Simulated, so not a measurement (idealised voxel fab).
Process module in this document: voxel gate over fins
For reference, the cross-section in this document is cut, with width 255 nm and square cells of 5 nm.
A cross-section in this document is a grid of square cells, and it is written down as bands, the top band listed before the ones below it; a band is made up of one or more rows of cells. For a band, the entry starts with two heights in nm, that of the top and then that of the bottom, and carries on with the band's materials in order from left to right, each alongside its width in nm; the word "everywhere" beside a single material means it fills the band edge to edge, and "empty" means empty space. Beneath 0, the wafer as received is one material, and that level is where height counting begins. The lowest band goes on downward without a bottom; it is written like "from 0 down". Note: "30..40" means the width goes from the first number (top row of the band) to the second number (bottom row) in equal steps per row of cells. "no change occurred" (step): cross-section cells unchanged, all of them. For the entry "Sealed void list", the listed items are empty spaces with no open way to the top whose size is 8 cells or more; each item follows the pattern width x height at distance, where distance is from the left edge and all three are in nm. after a step's settings: what the simulator itself notes on the step. For masked steps, "overlay nm" on the step line gives how far right of plan the mask actually lay; a minus sign means it lay to the left.

# So here's the lineup of process steps we planned
1,RECEIVE with material Si
2,CONFORMAL_DEP with material SiN, thk nm 10
3,DIRECTIONAL_DEP with material aC, thk nm 10
4,PATTERN with tone cover, mask id FINS, material resist, width nm 15, pitch nm 50, thk nm 30, overlay nm 0
5,DIRECTIONAL_ETCH with etch materials aC, depth nm 10
6,STRIP with etch materials resist
7,DIRECTIONAL_ETCH with etch materials SiN, depth nm 10
8,DIRECTIONAL_ETCH with etch materials Si, depth nm 35
9,STRIP with etch materials aC
10,OXIDIZE with depth nm 5
11,FILL_DEP with material SiO2, thk nm 5
12,CMP with height nm 10
13,DIRECTIONAL_DEP with material aC, thk nm 15
14,PATTERN with tone open, mask id RAIL, material resist, width nm 15, thk nm 35, overlay nm 0
15,DIRECTIONAL_ETCH with etch materials aC, depth nm 15
16,STRIP with etch materials resist
17,DIRECTIONAL_ETCH with etch materials SiO2, depth nm 40
18,STRIP with etch materials aC
19,CONFORMAL_DEP with material TiN, thk nm 5
20,FILL_DEP with material Ru, thk nm 10
21,CMP with height nm 10
22,SELECTIVE_ETCH with etch materials W Ru TiN, depth nm 35
23,FILL_DEP with material SiO2, thk nm 5
24,CMP with height nm 10
25,SELECTIVE_ETCH with etch materials SiO2, depth nm 25
26,STRIP with etch materials SiN
27,CONFORMAL_DEP with material HfO2, thk nm 5
28,CONFORMAL_DEP with material TiN, thk nm 5
29,CONFORMAL_DEP with material TiAl, thk nm 5
30,CONFORMAL_DEP with material TiN, thk nm 5
31,FILL_DEP with material W, thk nm 10
32,CMP with height nm 25
33,CONFORMAL_DEP with material SiCN, thk nm 10

# As-received state of the wafer in cross-section, equivalent to post-step 1
    from 0 down: Si everywhere
    Sealed void list: none

# a wafer at the end: this start, this plan, one mistake
    from 35 to 25: SiCN everywhere
    from 25 to 20: W everywhere
    from 20 to 15: W (55)  TiN (45)  W (5)  TiN (45)  W (5)  TiN (45)  W (55)
    from 15 to 10: W (55)  TiN (5)  TiAl (35)  TiN (5)  W (5)  TiN (5)  TiAl (35)  TiN (5)  W (5)  TiN (5)  TiAl (35)  TiN (5)  W (55)
    from 10 to 5: W (55)  TiN (5)  TiAl (5)  TiN (25)  TiAl (5)  TiN (5)  W (5)  TiN (5)  TiAl (5)  TiN (25)  TiAl (5)  TiN (5)  W (5)  TiN (5)  TiAl (5)  TiN (25)  TiAl (5)  TiN (5)  W (55)
    from 5 to 0: TiN (60)  TiAl (5)  TiN (5)  HfO2 (15)  TiN (5)  TiAl (5)  TiN (15)  TiAl (5)  TiN (5)  HfO2 (15)  TiN (5)  TiAl (5)  TiN (15)  TiAl (5)  TiN (5)  HfO2 (15)  TiN (5)  TiAl (5)  TiN (60)
    from 0 to -5: TiAl (65)  TiN (5)  HfO2 (5)  Si (5)  HfO2 (5)  TiN (5)  TiAl (25)  TiN (5)  HfO2 (5)  Si (5)  HfO2 (5)  TiN (5)  TiAl (25)  TiN (5)  HfO2 (5)  Si (5)  HfO2 (5)  TiN (5)  TiAl (65)
    from -5 to -10: TiN (70)  HfO2 (5)  Si (5)  HfO2 (5)  TiN (35)  HfO2 (5)  Si (5)  HfO2 (5)  TiN (35)  HfO2 (5)  Si (5)  HfO2 (5)  TiN (70)
    from -10 to -15: HfO2 (75)  Si (5)  HfO2 (45)  Si (5)  HfO2 (45)  Si (5)  HfO2 (75)
    from -15 to -25: SiO2 (75)  Si (5)  SiO2 (45)  Si (5)  SiO2 (45)  Si (5)  SiO2 (75)
    from -25 to -30: SiO2 (75)  Si (5)  SiO2 (15)  TiN (15)  SiO2 (15)  Si (5)  SiO2 (45)  Si (5)  SiO2 (75)
    from -30 to -75: SiO2 (75)  Si (5)  SiO2 (45)  Si (5)  SiO2 (45)  Si (5)  SiO2 (75)
    from -75 down: Si everywhere
    Sealed void list: none
It is concluded that the wafer was processed incorrectly with respect to the plan, in that plan step 8 was conducted twice
